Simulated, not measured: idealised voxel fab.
Proc. module: voxel ribs on slabs
cross-section cut | 150 nm wide | cells 5 nm
A cross-section is written here as square cells arranged in a grid, and it is given in bands from the top down, each band taking up one or more rows of cells. Read a band's entry like this: the first values are the height of its top and the height of its bottom in nm, and what follows is the sequence of materials from left to right, each with its width in nm. Note that "air" is empty space, and that a single material marked "throughout" reaches across the band from edge to edge. Heights are measured from 0, the level below which the as-received wafer is all one material; the lowest band has no bottom and continues downward, written as in "0 and below". Note: "30 to 40" means the width goes from the first number (top row of the band) to the second number (bottom row) in equal steps per row of cells. Key: "left unchanged" - step with no changed cell in the cross-section. In "Completely sealed voids" the enclosed voids are listed, meaning empty spaces of 8 cells or larger without any opening to the top. The form is width x height at distance, distance from the left edge, units nm. Post-settings text on a step line: simulator's own remark regarding the step. A step's line can hold "overlay nm"; with a mask on that step, the setting says how far right of the planned place the mask lay, while a negative setting says it lay to the left.
Intended process steps
1) RECEIVE, material Si
2) DIRECTIONAL_DEP, material SiO2, thk nm 20
3) DIRECTIONAL_DEP, material polySi, thk nm 25
4) MASKED_ETCH, tone cover, mask id RIB, width nm 20, etch materials polySi, depth nm 15, overlay nm 0
5) DIRECTIONAL_DEP, material aC, thk nm 15
6) PATTERN, tone cover, mask id SLAB, material resist, width nm 50, thk nm 30, overlay nm 0
7) DIRECTIONAL_ETCH, etch materials aC, depth nm 15
8) STRIP, etch materials resist
9) DIRECTIONAL_ETCH, etch materials polySi, depth nm 10
10) STRIP, etch materials aC
11) FILL_DEP, material SiO2, thk nm 15
12) CMP, height nm 55
13) DIRECTIONAL_DEP, material W, thk nm 5
14) DIRECTIONAL_DEP, material aC, thk nm 15
15) PATTERN, tone cover, mask id HEATER, material resist, width nm 30, thk nm 30, overlay nm 0
16) DIRECTIONAL_ETCH, etch materials aC, depth nm 15
17) STRIP, etch materials resist
18) DIRECTIONAL_ETCH, etch materials W, depth nm 5
19) STRIP, etch materials aC
20) CONFORMAL_DEP, material SiO2, thk nm 10
Concerning the first of two wafers, which was run in accordance with the plan
Cross-section of the wafer upon arrival, representing the state reached after step 1
0 and below = Si throughout
Completely sealed voids: none
Upon completion of step 2, the wafer appears in cross-section as shown
20 down to 0 = SiO2 throughout
No changes below 0.
Upon completion of step 3, the wafer appears in cross-section as shown
45 down to 20 = polySi throughout
No changes below 20.
Upon completion of step 4, the wafer appears in cross-section as shown
45 down to 30 = 65 nm air  20 nm polySi  65 nm air
No changes below 30.
Upon completion of step 5, the wafer appears in cross-section as shown
60 down to 45 = 65 nm air  20 nm aC  65 nm air
45 down to 30 = 65 nm aC  20 nm polySi  65 nm aC
No changes below 30.
Upon completion of step 6, the wafer appears in cross-section as shown
90 down to 60 = 50 nm air  50 nm resist  50 nm air
60 down to 45 = 50 nm air  15 nm resist  20 nm aC  15 nm resist  50 nm air
No changes below 45.
Upon completion of step 7, the wafer appears in cross-section as shown
75 down to 60 = 50 nm air  50 nm resist  50 nm air
60 down to 45 = 50 nm air  15 nm resist  20 nm aC  15 nm resist  50 nm air
45 down to 30 = 50 nm air  15 nm aC  20 nm polySi  15 nm aC  50 nm air
No changes below 30.
Upon completion of step 8, the wafer appears in cross-section as shown
60 down to 45 = 65 nm air  20 nm aC  65 nm air
No changes below 45.
Upon completion of step 9, the wafer appears in cross-section as shown
60 down to 45 = 65 nm air  20 nm aC  65 nm air
45 down to 30 = 50 nm air  15 nm aC  20 nm polySi  15 nm aC  50 nm air
30 down to 20 = 50 nm air  50 nm polySi  50 nm air
No changes below 20.
Upon completion of step 10, the wafer appears in cross-section as shown
45 down to 30 = 65 nm air  20 nm polySi  65 nm air
No changes below 30.
Upon completion of step 11, the wafer appears in cross-section as shown
60 down to 45 = SiO2 throughout
45 down to 30 = 65 nm SiO2  20 nm polySi  65 nm SiO2
30 down to 20 = 50 nm SiO2  50 nm polySi  50 nm SiO2
No changes below 20.
Upon completion of step 12, the wafer appears in cross-section as shown
55 down to 45 = SiO2 throughout
No changes below 45.
Upon completion of step 13, the wafer appears in cross-section as shown
60 down to 55 = W throughout
No changes below 55.
Upon completion of step 14, the wafer appears in cross-section as shown
75 down to 60 = aC throughout
No changes below 60.
Upon completion of step 15, the wafer appears in cross-section as shown
105 down to 75 = 60 nm air  30 nm resist  60 nm air
No changes below 75.
Upon completion of step 16, the wafer appears in cross-section as shown
90 down to 75 = 60 nm air  30 nm resist  60 nm air
75 down to 60 = 60 nm air  30 nm aC  60 nm air
No changes below 60.
Upon completion of step 17, the wafer appears in cross-section as shown
75 down to 60 = 60 nm air  30 nm aC  60 nm air
No changes below 60.
Upon completion of step 18, the wafer appears in cross-section as shown
75 down to 60 = 60 nm air  30 nm aC  60 nm air
60 down to 55 = 60 nm air  30 nm W  60 nm air
No changes below 55.
Upon completion of step 19, the wafer appears in cross-section as shown
60 down to 55 = 60 nm air  30 nm W  60 nm air
No changes below 55.
Upon completion of step 20, the wafer appears in cross-section as shown
70 down to 65 = 50 nm air  50 nm SiO2  50 nm air
65 down to 60 = SiO2 throughout
60 down to 55 = 60 nm SiO2  30 nm W  60 nm SiO2
No changes below 55.
The second wafer began exactly as the first did and followed the same plan, but one mistake was made while running it; through step 3 inclusive, the two wafers are identical
The second wafer cut through, at the time step 4 was supposed to be finished
45 down to 30 = 60 nm air  30 nm polySi  60 nm air
No changes below 30.
The second wafer cut through, at the time step 5 was supposed to be finished
60 down to 45 = 60 nm air  30 nm aC  60 nm air
45 down to 30 = 60 nm aC  30 nm polySi  60 nm aC
No changes below 30.
The second wafer cut through, at the time step 6 was supposed to be finished
90 down to 60 = 50 nm air  50 nm resist  50 nm air
60 down to 45 = 50 nm air  10 nm resist  30 nm aC  10 nm resist  50 nm air
No changes below 45.
The second wafer cut through, at the time step 7 was supposed to be finished
75 down to 60 = 50 nm air  50 nm resist  50 nm air
60 down to 45 = 50 nm air  10 nm resist  30 nm aC  10 nm resist  50 nm air
45 down to 30 = 50 nm air  10 nm aC  30 nm polySi  10 nm aC  50 nm air
No changes below 30.
The second wafer cut through, at the time step 8 was supposed to be finished
60 down to 45 = 60 nm air  30 nm aC  60 nm air
No changes below 45.
The second wafer cut through, at the time step 9 was supposed to be finished
60 down to 45 = 60 nm air  30 nm aC  60 nm air
45 down to 30 = 50 nm air  10 nm aC  30 nm polySi  10 nm aC  50 nm air
30 down to 20 = 50 nm air  50 nm polySi  50 nm air
No changes below 20.
The second wafer cut through, at the time step 10 was supposed to be finished
45 down to 30 = 60 nm air  30 nm polySi  60 nm air
No changes below 30.
The second wafer cut through, at the time step 11 was supposed to be finished
60 down to 45 = SiO2 throughout
45 down to 30 = 60 nm SiO2  30 nm polySi  60 nm SiO2
30 down to 20 = 50 nm SiO2  50 nm polySi  50 nm SiO2
No changes below 20.
The second wafer cut through, at the time step 12 was supposed to be finished
55 down to 45 = SiO2 throughout
No changes below 45.
The second wafer cut through, at the time step 13 was supposed to be finished
60 down to 55 = W throughout
No changes below 55.
The second wafer cut through, at the time step 14 was supposed to be finished
75 down to 60 = aC throughout
No changes below 60.
The second wafer cut through, at the time step 15 was supposed to be finished
105 down to 75 = 60 nm air  30 nm resist  60 nm air
No changes below 75.
The second wafer cut through, at the time step 16 was supposed to be finished
90 down to 75 = 60 nm air  30 nm resist  60 nm air
75 down to 60 = 60 nm air  30 nm aC  60 nm air
No changes below 60.
The second wafer cut through, at the time step 17 was supposed to be finished
75 down to 60 = 60 nm air  30 nm aC  60 nm air
No changes below 60.
The second wafer cut through, at the time step 18 was supposed to be finished
75 down to 60 = 60 nm air  30 nm aC  60 nm air
60 down to 55 = 60 nm air  30 nm W  60 nm air
No changes below 55.
The second wafer cut through, at the time step 19 was supposed to be finished
60 down to 55 = 60 nm air  30 nm W  60 nm air
No changes below 55.
The second wafer cut through, at the time step 20 was supposed to be finished
70 down to 65 = 50 nm air  50 nm SiO2  50 nm air
65 down to 60 = SiO2 throughout
60 down to 55 = 60 nm SiO2  30 nm W  60 nm SiO2
No changes below 55.
Here's what went sideways: step 4: run off-plan, actual operation and settings MASKED_ETCH, tone cover, mask id RIB, width nm 30, etch materials polySi, depth nm 15, overlay nm 0
at the end the second wafer has, in cells: -6 SiO2 | +6 polySi
